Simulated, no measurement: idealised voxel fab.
Documented hereafter: the process module known as voxel double patterning.
Cross-sectional view cut (width: 285 nm; square cell size: 5 nm).
Each cross-section below is a grid of square cells, stated as bands in top-down order, with one or more rows of cells making up each band. In this notation a band is specified by the heights of its top and bottom, in that order and in nm, after which its materials appear from left to right, each paired with its width in nm. The word "throughout" attached to a single material means that material fills the band from edge to edge; the word "empty" stands for empty space. Height 0 is the level under which the wafer as received is all one material. The lowest band goes on downwards, as in "top 0, no bottom". Graded width ("30->40"): value in top row of band = first number; value in bottom row = second number; row-to-row change constant. It should be understood that the words "remained the same", when stated for a given step, signify that the cross-section underwent no change in any of its cells during that step. Each empty space that has no open way to the top and spans at least 8 cells appears under "Sealed internal cavities" as width x height at distance, the distance counted from the left edge, all in nm. Past the settings on a step's line: simulator remark, on that step. When a step includes a mask, the "overlay nm" setting on its line states how far to the right of its planned place that mask lay, and negative values state how far to the left.
Below is the list of planned process steps:
1. op RECEIVE | material Si
2. op CONFORMAL_DEP | material SiO2 | thk nm 5
3. op DIRECTIONAL_DEP | material polySi | thk nm 20
4. op DIRECTIONAL_DEP | material SiCN | thk nm 5
5. op MASKED_ETCH | tone open | mask id FIRST | width nm 15 | pitch nm 50 | etch materials SiCN | depth nm 5 | overlay nm 0
6. op MASKED_ETCH | tone open | mask id SECOND | width nm 15 | etch materials SiCN | depth nm 5 | overlay nm 0
7. op DIRECTIONAL_ETCH | etch materials polySi | depth nm 20
8. op STRIP | etch materials SiCN
Wafer at receipt (post step 1), cross-section:
  top 0, no bottom | Si throughout
  Sealed internal cavities: none
What the wafer looks like in cross-section after this module, when it starts as shown above and follows the plan above but one mistake is made in running it:
  top 10, bottom 5 | polySi throughout
  top 5, bottom 0 | SiO2 throughout
  top 0, no bottom | Si throughout
  Sealed internal cavities: none
Against the plan, the run slipped here: the process deviated at step 4: the operation and settings actually run there were op DIRECTIONAL_DEP | material polySi | thk nm 5
